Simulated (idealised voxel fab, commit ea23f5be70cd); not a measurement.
voxel released beams: a process module
Cross-sectional view cut (width: 285 nm; square cell size: 5 nm).
Heads up, the way a cross-section reads in here is a grid of square cells, handed over as bands from the top down, with every band being one or more rows of cells. First you get the band's top height and its bottom height, in nm, and then the materials it's made of, left to right, with each width in nm. If you see a single material with "everywhere", that one covers the band edge to edge. "blank" is empty space. Heights are reckoned from 0. Under this level, the received wafer is all of one material. The bottommost band is open-ended downward, for example "0 down". You'd read "30..40" like this: the band's top row of cells is as wide as the first number, its bottom row is as wide as the second, and going down, every row changes width by the same amount as the row before did. When a step is marked "remains unaltered", none of the cells in the cross-section changed during that step. "Closed-off voids" specifies each empty space that is not open to the top and that occupies no fewer than 8 cells, using the form width x height at distance, the distance measured from the left edge and all three quantities in nm. Read whatever lies past the settings on a step's line as the simulator's own remark about the step. When a step includes a mask, the "overlay nm" setting on its line states how far to the right of its planned place that mask lay, and negative values state how far to the left.

### Process steps (planned)
1 RECEIVE (material Si)
2 CONFORMAL_DEP (material SiN; thk nm 10)
3 DIRECTIONAL_DEP (material SiO2; thk nm 10)
4 MASKED_ETCH (tone open; mask id ANCHOR; width nm 25; etch materials SiO2; depth nm 10; overlay nm 0)
5 CONFORMAL_DEP (material polySi; thk nm 10)
6 DIRECTIONAL_DEP (material aC; thk nm 15)
7 PATTERN (tone cover; mask id BEAM; material resist; width nm 90; thk nm 30; overlay nm 0)
8 DIRECTIONAL_ETCH (etch materials aC; depth nm 15)
9 STRIP (etch materials resist)
10 DIRECTIONAL_ETCH (etch materials polySi; depth nm 10)
11 STRIP (etch materials aC)
12 STRIP (etch materials SiO2)

### Here's what the wafer looked like in cross-section when it arrived - that's after step 1
	0 down = Si everywhere
	Closed-off voids: none

### Starting structure and process plan are as shown above, but one mistake was made in running the module; the wafer cross-section at the end of the module follows
	30 to 20 = blank (95); polySi (15); blank (5); polySi (70); blank (100)
	20 to 10 = blank (100); polySi (25); blank (160)
	10 to 0 = polySi everywhere
	0 down = Si everywhere
	Closed-off voids: none
What was done differently from what was planned? note that step 2 departed from the planned setting and was carried out as CONFORMAL_DEP (material polySi; thk nm 10)
